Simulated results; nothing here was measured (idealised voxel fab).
process module | voxel self aligned contacts
cross-section cut | 240 nm wide | cells 5 nm
A cross-section is a grid of square cells, given in bands from the top down. A band is one or more rows of cells.
Each band's line starts with the height of the band's top and of its bottom, in nm. Then come its materials from left to right, each with its width in nm. One material with "throughout" fills the band from edge to edge. "air" is empty space.
Height 0 is the level under which the wafer as received is all one material. The lowest band goes on downwards, as in "0 down".
A width such as "30 to 40" changes by the same amount from each row of cells to the next, from the band's top row to its bottom row.
"no change" after a step means that no cell of the cross-section changed.
closed voids: empty space of 8 cells or more with no open way to the top, each as width x height at its distance from the left edge, in nm
after a step's settings: what the simulator itself notes on the step
overlay nm, on a step with a mask: how far to the right of its planned place the mask lay; to the left if negative
plan
1 op RECEIVE | material Si
2 op OXIDIZE | depth nm 5
3 op DIRECTIONAL_DEP | material polySi | thk nm 25
4 op DIRECTIONAL_DEP | material SiN | thk nm 20
5 op DIRECTIONAL_DEP | material aC | thk nm 15
6 op PATTERN | tone cover | mask id GATE | material resist | width nm 25 | pitch nm 55 | thk nm 30 | overlay nm 0
7 op DIRECTIONAL_ETCH | etch materials aC | depth nm 15
8 op STRIP | etch materials resist
9 op DIRECTIONAL_ETCH | etch materials SiN | depth nm 20
10 op DIRECTIONAL_ETCH | etch materials polySi | depth nm 25
11 op STRIP | etch materials aC
12 op CONFORMAL_DEP | material SiN | thk nm 5
13 op DIRECTIONAL_ETCH | etch materials SiN | depth nm 5
14 op FILL_DEP | material SiO2 | thk nm 20
15 op CMP | height nm 55
16 op PATTERN | tone open | mask id CONTACT | material resist | width nm 40 | pitch nm 55 | thk nm 20 | overlay nm 0
17 op DIRECTIONAL_ETCH | etch materials SiO2 | depth nm 60
18 op STRIP | etch materials resist
19 op CONFORMAL_DEP | material TiN | thk nm 5
20 op FILL_DEP | material W | thk nm 5
21 op CMP | height nm 55
22 op CONFORMAL_DEP | material SiCN | thk nm 5
as received, after step 1
  0 down: Si throughout
  closed voids: none
first wafer at the end, as planned
  60 to 55: SiCN throughout
  55 to 45: SiO2 70 | TiN 5 to 15 | W 30 to 10 | TiN 5 to 15 | SiO2 15 | TiN 5 to 15 | W 30 to 10 | TiN 5 to 15 | SiO2 75
  45 to 25: SiO2 45 | SiN 35 | TiN 5 | W 10 | TiN 5 | SiN 35 | TiN 5 | W 10 | TiN 5 | SiN 35 | SiO2 50
  25 to 0: SiO2 45 | SiN 5 | polySi 25 | SiN 5 | TiN 5 | W 10 | TiN 5 | SiN 5 | polySi 25 | SiN 5 | TiN 5 | W 10 | TiN 5 | SiN 5 | polySi 25 | SiN 5 | SiO2 50
  0 to -5: SiO2 80 | TiN 20 | SiO2 35 | TiN 20 | SiO2 85
  -5 down: Si throughout
  closed voids: none
second wafer at the end: like start, like plan, one mistake
  60 to 55: SiCN throughout
  55 to 45: SiO2 70 | TiN 5 to 20 | W 30 to 10 | TiN 5 to 10 | SiO2 15 | TiN 5 to 20 | W 30 to 10 | TiN 5 to 10 | SiO2 75
  45 to 25: SiO2 50 | SiN 35 | TiN 5 | W 10 | TiN 5 | SiN 35 | TiN 5 | W 10 | TiN 5 | SiN 35 | SiO2 45
  25 to 0: SiO2 50 | SiN 5 | polySi 25 | SiN 5 | TiN 5 | W 10 | TiN 5 | SiN 5 | polySi 25 | SiN 5 | TiN 5 | W 10 | TiN 5 | SiN 5 | polySi 25 | SiN 5 | SiO2 45
  0 to -5: SiO2 85 | TiN 20 | SiO2 35 | TiN 20 | SiO2 80
  -5 down: Si throughout
  closed voids: none
what went wrong: step 6 ran as: op PATTERN | tone cover | mask id GATE | material resist | width nm 25 | pitch nm 55 | thk nm 30 | overlay nm 5
at the end the second wafer has, in cells: as many of each material as the first, in other places
